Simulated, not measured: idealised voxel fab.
Herein follows the process module entitled voxel transistor to metal.
Cross-section cut: width 285 nm, square cells of 5 nm.
Notation: cross-section as square-cell grid; stated in bands, top first, going down; one or more cell rows per band. A band entry consists of two parts. The first gives the height of the band's top and the height of its bottom, in nm. The rest lists the band's materials from left to right, each with its width in nm. A single material labelled with the word "full width" fills the band from edge to edge, and the word "air" marks empty space. Heads up on the height convention: 0 is the point under which the incoming wafer is all one material, and the lowest band has no bottom, it just keeps going down, like "0 nm and below". Width: "30 to 40" (first number = top row, second number = bottom row, same change from row to row of cells). The cross-section has no changed cell in any step marked "same as before". Entry "Unvented internal voids". Content: empty spaces with no open connection to the top, size 8 cells or greater. Each: width x height at distance. Distance: from left edge. Unit: nm. Whatever follows a step's settings on its line is a remark the simulator itself makes about that step. Among the settings permitted on a step's line is "overlay nm"; applied to a step with a mask, it specifies the extent to which the mask lay to the right of its planned position, whereas a negative figure signifies a position to the left.

Set out below are the planned steps of the process:
1. RECEIVE [material Si]
2. OXIDIZE [depth nm 5]
3. CONFORMAL_DEP [material SiN] [thk nm 10]
4. DIRECTIONAL_DEP [material aC] [thk nm 10]
5. PATTERN [tone cover] [mask id ACTIVE] [material resist] [width nm 115] [pitch nm 135] [thk nm 30] [overlay nm 0]
6. DIRECTIONAL_ETCH [etch materials aC] [depth nm 10]
7. STRIP [etch materials resist]
8. DIRECTIONAL_ETCH [etch materials SiN] [depth nm 10]
9. DIRECTIONAL_ETCH [etch materials SiO2] [depth nm 5]
10. DIRECTIONAL_ETCH [etch materials Si] [depth nm 35]
11. STRIP [etch materials aC]
12. OXIDIZE [depth nm 5]
13. FILL_DEP [material SiO2] [thk nm 10]
14. CMP [height nm 10]
15. SELECTIVE_ETCH [etch materials SiO2] [depth nm 5]
16. STRIP [etch materials SiN]
17. SELECTIVE_ETCH [etch materials SiO2] [depth nm 5]
18. OXIDIZE [depth nm 5]
19. DIRECTIONAL_DEP [material polySi] [thk nm 10]
20. DIRECTIONAL_DEP [material SiCN] [thk nm 10]
21. MASKED_ETCH [tone cover] [mask id GATE] [width nm 35] [pitch nm 135] [etch materials SiCN] [depth nm 20] [overlay nm 0]
22. MASKED_ETCH [tone cover] [mask id GATE] [width nm 35] [pitch nm 135] [etch materials polySi] [depth nm 30] [overlay nm 0]
23. CONFORMAL_DEP [material SiN] [thk nm 10]
24. DIRECTIONAL_ETCH [etch materials SiN] [depth nm 10]
25. DIRECTIONAL_ETCH [etch materials SiO2] [depth nm 5]
26. EPI [material SiGe] [thk nm 5]
27. FILL_DEP [material SiO2] [thk nm 5]
28. CMP [height nm 15]
29. STRIP [etch materials polySi]
30. SELECTIVE_ETCH [etch materials SiO2] [depth nm 5]
31. CONFORMAL_DEP [material HfO2] [thk nm 5]
32. CONFORMAL_DEP [material TiN] [thk nm 5]
33. FILL_DEP [material W] [thk nm 5]
34. CMP [height nm 10]
35. DIRECTIONAL_DEP [material SiO2] [thk nm 10]
36. DIRECTIONAL_DEP [material aC] [thk nm 15]
37. PATTERN [tone open] [mask id CONTACT] [material resist] [width nm 15] [thk nm 30] [overlay nm 0]
38. DIRECTIONAL_ETCH [etch materials aC] [depth nm 15]
39. STRIP [etch materials resist]
40. DIRECTIONAL_ETCH [etch materials SiO2] [depth nm 25]
41. STRIP [etch materials aC]
42. CONFORMAL_DEP [material TiN] [thk nm 5]
43. FILL_DEP [material W] [thk nm 10]
44. CMP [height nm 20]
45. CONFORMAL_DEP [material SiN] [thk nm 5]
46. DIRECTIONAL_DEP [material lowk] [thk nm 20]
47. PATTERN [tone open] [mask id METAL_1] [material resist] [width nm 15] [thk nm 15] [overlay nm 0]
48. DIRECTIONAL_ETCH [etch materials lowk] [depth nm 20]
49. DIRECTIONAL_ETCH [etch materials SiN] [depth nm 5]
50. STRIP [etch materials resist]
51. CONFORMAL_DEP [material TiN] [thk nm 5]
52. FILL_DEP [material Cu] [thk nm 5]
53. CMP [height nm 45]
54. EPI [material Ru] [thk nm 5]
55. FILL_DEP [material SiCN] [thk nm 5]
Quick note for whoever runs this: the wafers start identical, but the thk nm at step 19 isn't the same across them. The plan just shows what the first wafer had.

Cross-section of the first of several wafers on receipt, reflecting completion of step 1:
* 0 nm and below | Si full width
* Unvented internal voids: none

Below, a row for every wafer. Read it as the end-of-module picture: for each material the wafer shows its cells gained (+) or lost (-) since it was received, and then its closed voids:
thk nm 10; +16 Cu; +20 Ru; -219 Si; +108 SiCN; +20 SiGe; +77 SiN; +293 SiO2; +88 TiN; +16 W; +180 lowk; +28 polySi; Unvented internal voids: none
thk nm 15; +16 Cu; +20 Ru; -219 Si; +94 SiCN; +20 SiGe; +77 SiN; +293 SiO2; +88 TiN; +16 W; +180 lowk; +42 polySi; Unvented internal voids: none
thk nm 20; +16 Cu; +30 HfO2; +20 Ru; -219 Si; +94 SiCN; +20 SiGe; +77 SiN; +275 SiO2; +106 TiN; +28 W; +180 lowk; Unvented internal voids: none
thk nm 25; +16 Cu; +30 HfO2; +20 Ru; -219 Si; +94 SiCN; +20 SiGe; +77 SiN; +275 SiO2; +106 TiN; +28 W; +180 lowk; Unvented internal voids: none
thk nm 30; +16 Cu; +30 HfO2; +20 Ru; -219 Si; +94 SiCN; +20 SiGe; +77 SiN; +275 SiO2; +106 TiN; +28 W; +180 lowk; Unvented internal voids: none
